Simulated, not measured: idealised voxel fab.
The document below concerns the process module designated voxel ribs on slabs.
Shown is cross-section cut, with a width of 185 nm and square cells of size 5 nm.
In what follows, cross-sections appear as grids of square cells, described through bands that run from the top down, where every band is one or more rows of cells.
Basically the band line says how high the top is and how high the bottom is, in nm, and then what's in it from left to right, every material with its width in nm. Empty space shows up as "air", and if a single material carries "all across" it runs the full band edge to edge.
Zero point of the height axis is 0; under it, received wafer = one material. Lowest band: continues down indefinitely, "0 nm and below".
It should be noted that a width expressed as "30->40" varies in equal increments from row to row of cells within the band, taking the value of the first number at the top row and that of the second number at the bottom row.
It should be understood that the words "nothing altered", when stated for a given step, signify that the cross-section underwent no change in any of its cells during that step.
The label "Enclosed cavities" introduces a list of the empty spaces, 8 cells or larger, that have no open way up to the top; each entry in it reads width x height at distance, where the distance is taken from the left edge and all three are stated in nm.
Text after the settings on a step's line: the simulator's own remark on that step.
overlay nm: mask right of planned place by this much (step with mask). Neg. = left.

The process steps that were planned are listed below:
1 RECEIVE, material Si
2 DIRECTIONAL_DEP, material SiO2, thk nm 30
3 DIRECTIONAL_DEP, material SiN, thk nm 20
4 MASKED_ETCH, tone cover, mask id RIB, width nm 25, etch materials SiN, depth nm 15, overlay nm 0
5 MASKED_ETCH, tone cover, mask id SLAB, width nm 75, etch materials SiN, depth nm 5, overlay nm 0
6 FILL_DEP, material SiO2, thk nm 25
7 CMP, height nm 70
8 DIRECTIONAL_DEP, material TiN, thk nm 5
9 PATTERN, tone cover, mask id HEATER, material resist, width nm 35, thk nm 20, overlay nm 0
10 DIRECTIONAL_ETCH, etch materials TiN, depth nm 5
11 STRIP, etch materials resist
12 CONFORMAL_DEP, material SiN, thk nm 5

Cross-section: wafer on arrival = after step 1:
    0 nm and below: Si all across
    Enclosed cavities: none

Wafer cross-section at end of module: start and plan as shown above, one execution error:
    80 nm to 75 nm: air 60 / SiN 45 / air 80
    75 nm to 70 nm: SiN 65 / TiN 35 / SiN 85
    70 nm to 50 nm: SiO2 all across
    50 nm to 35 nm: SiO2 80 / SiN 25 / SiO2 80
    35 nm to 30 nm: SiO2 55 / SiN 75 / SiO2 55
    30 nm to 0 nm: SiO2 all across
    0 nm and below: Si all across
    Enclosed cavities: none
What went wrong in running the wafer? step 9 ran differently from the plan; actual operation with settings: PATTERN, tone cover, mask id HEATER, material resist, width nm 35, thk nm 20, overlay nm -10
